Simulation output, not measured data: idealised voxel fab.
Process module under the name voxel gate over fins
Cross-section cut spans 205 nm and uses square cells 5 nm in size.
When this document writes out a cross-section, it uses a grid of square cells and lists it as bands, beginning at the top and moving down, with a band standing for one or more rows of cells.
Band: top and bottom heights (nm) first, top before bottom; then materials from left to right, widths in nm. "everywhere" marks a sole material filling the band edge to edge. "empty" denotes empty space.
Measure heights from 0. That's the level where, below it, the as-received wafer is all one material. The lowest band is bottomless and extends downward; write it as in "from 0 down".
With a width like "30..40", each row of cells in the band differs from the next by the same amount, the top row carrying the first number and the bottom row the second.
Reading "nothing altered" for a step: not a cell of the cross-section changed in it.
The entry titled "Closed cavity list" provides the empty spaces that have no open way to the top, restricted to those of 8 cells or more. Each is presented as width x height at distance, the distance being measured from the left edge, with all three in nm.
That trailing text on a step's line, after the settings, is the simulator's own remark on the step.
overlay nm: where the mask lay relative to plan, measured to the right, on steps with a mask; negatives go left.

Listed below are the process steps as planned:
1) RECEIVE with material Si
2) CONFORMAL_DEP with material SiN, thk nm 5
3) PATTERN with tone cover, mask id FINS, material resist, width nm 15, pitch nm 45, thk nm 20, overlay nm 0
4) DIRECTIONAL_ETCH with etch materials SiN, depth nm 5
5) DIRECTIONAL_ETCH with etch materials Si, depth nm 30
6) STRIP with etch materials resist
7) FILL_DEP with material SiO2, thk nm 5
8) CMP with height nm 5
9) SELECTIVE_ETCH with etch materials SiO2, depth nm 10
10) STRIP with etch materials SiN
11) CONFORMAL_DEP with material HfO2, thk nm 5
12) CONFORMAL_DEP with material TiN, thk nm 5
13) CONFORMAL_DEP with material TiAl, thk nm 5
14) CONFORMAL_DEP with material TiN, thk nm 5
15) FILL_DEP with material W, thk nm 15
16) CMP with height nm 30
17) CONFORMAL_DEP with material SiN, thk nm 10
The depth nm used in step 9 is not the same on every wafer, whereas the starting condition is; the value printed in the plan is the first wafer's.

First of several wafers, received after step 1, in cross-section:
> from 0 down = Si everywhere
> Closed cavity list: none

The cross-section of the first of several wafers is given below for the end of the module, after its final step, step 17:
> from 40 to 30 = SiN everywhere
> from 30 to 20 = W everywhere
> from 20 to 15 = 50 of W / 100 of TiN / 55 of W
> from 15 to 10 = 55 of TiN / 90 of TiAl / 60 of TiN
> from 10 to 5 = 60 of TiAl / 35 of TiN / 10 of TiAl / 35 of TiN / 65 of TiAl
> from 5 to 0 = 65 of TiN / 25 of HfO2 / 20 of TiN / 25 of HfO2 / 70 of TiN
> from 0 to -5 = 70 of HfO2 / 15 of Si / 30 of HfO2 / 15 of Si / 75 of HfO2
> from -5 to -30 = 70 of SiO2 / 15 of Si / 30 of SiO2 / 15 of Si / 75 of SiO2
> from -30 down = Si everywhere
> Closed cavity list: none

Last wafer x-sec, end of module:
> from 40 to 30 = SiN everywhere
> from 30 to 20 = W everywhere
> from 20 to 15 = 50 of W / 100 of TiN / 55 of W
> from 15 to 10 = 50 of W / 5 of TiN / 90 of TiAl / 5 of TiN / 55 of W
> from 10 to 5 = 50 of W / 5 of TiN / 5 of TiAl / 35 of TiN / 10 of TiAl / 35 of TiN / 5 of TiAl / 5 of TiN / 55 of W
> from 5 to 0 = 50 of W / 5 of TiN / 5 of TiAl / 5 of TiN / 25 of HfO2 / 5 of TiN / 10 of TiAl / 5 of TiN / 25 of HfO2 / 5 of TiN / 5 of TiAl / 5 of TiN / 55 of W
> from 0 to -10 = 50 of W / 5 of TiN / 5 of TiAl / 5 of TiN / 5 of HfO2 / 15 of Si / 5 of HfO2 / 5 of TiN / 10 of TiAl / 5 of TiN / 5 of HfO2 / 15 of Si / 5 of HfO2 / 5 of TiN / 5 of TiAl / 5 of TiN / 55 of W
> from -10 to -15 = 55 of TiN / 5 of TiAl / 5 of TiN / 5 of HfO2 / 15 of Si / 5 of HfO2 / 5 of TiN / 10 of TiAl / 5 of TiN / 5 of HfO2 / 15 of Si / 5 of HfO2 / 5 of TiN / 5 of TiAl / 60 of TiN
> from -15 to -20 = 60 of TiAl / 5 of TiN / 5 of HfO2 / 15 of Si / 5 of HfO2 / 5 of TiN / 10 of TiAl / 5 of TiN / 5 of HfO2 / 15 of Si / 5 of HfO2 / 5 of TiN / 65 of TiAl
> from -20 to -25 = 65 of TiN / 5 of HfO2 / 15 of Si / 5 of HfO2 / 20 of TiN / 5 of HfO2 / 15 of Si / 5 of HfO2 / 70 of TiN
> from -25 to -30 = 70 of HfO2 / 15 of Si / 30 of HfO2 / 15 of Si / 75 of HfO2
> from -30 down = Si everywhere
> Closed cavity list: none

Rows = wafers. At module end, each row lists per material the cells gained (+) or lost (-) since the wafer was received, then the closed voids:
depth nm 10 | +45 HfO2 | -210 Si | +82 SiN | +175 SiO2 | +45 TiAl | +88 TiN | +103 W | Closed cavity list: none
depth nm 15 | +49 HfO2 | -210 Si | +82 SiN | +140 SiO2 | +49 TiAl | +94 TiN | +124 W | Closed cavity list: none
depth nm 20 | +53 HfO2 | -210 Si | +82 SiN | +105 SiO2 | +53 TiAl | +100 TiN | +145 W | Closed cavity list: none
depth nm 25 | +57 HfO2 | -210 Si | +82 SiN | +70 SiO2 | +57 TiAl | +106 TiN | +166 W | Closed cavity list: none
depth nm 30 | +61 HfO2 | -210 Si | +82 SiN | +35 SiO2 | +61 TiAl | +112 TiN | +187 W | Closed cavity list: none
depth nm 35 | +65 HfO2 | -210 Si | +82 SiN | +65 TiAl | +118 TiN | +208 W | Closed cavity list: none
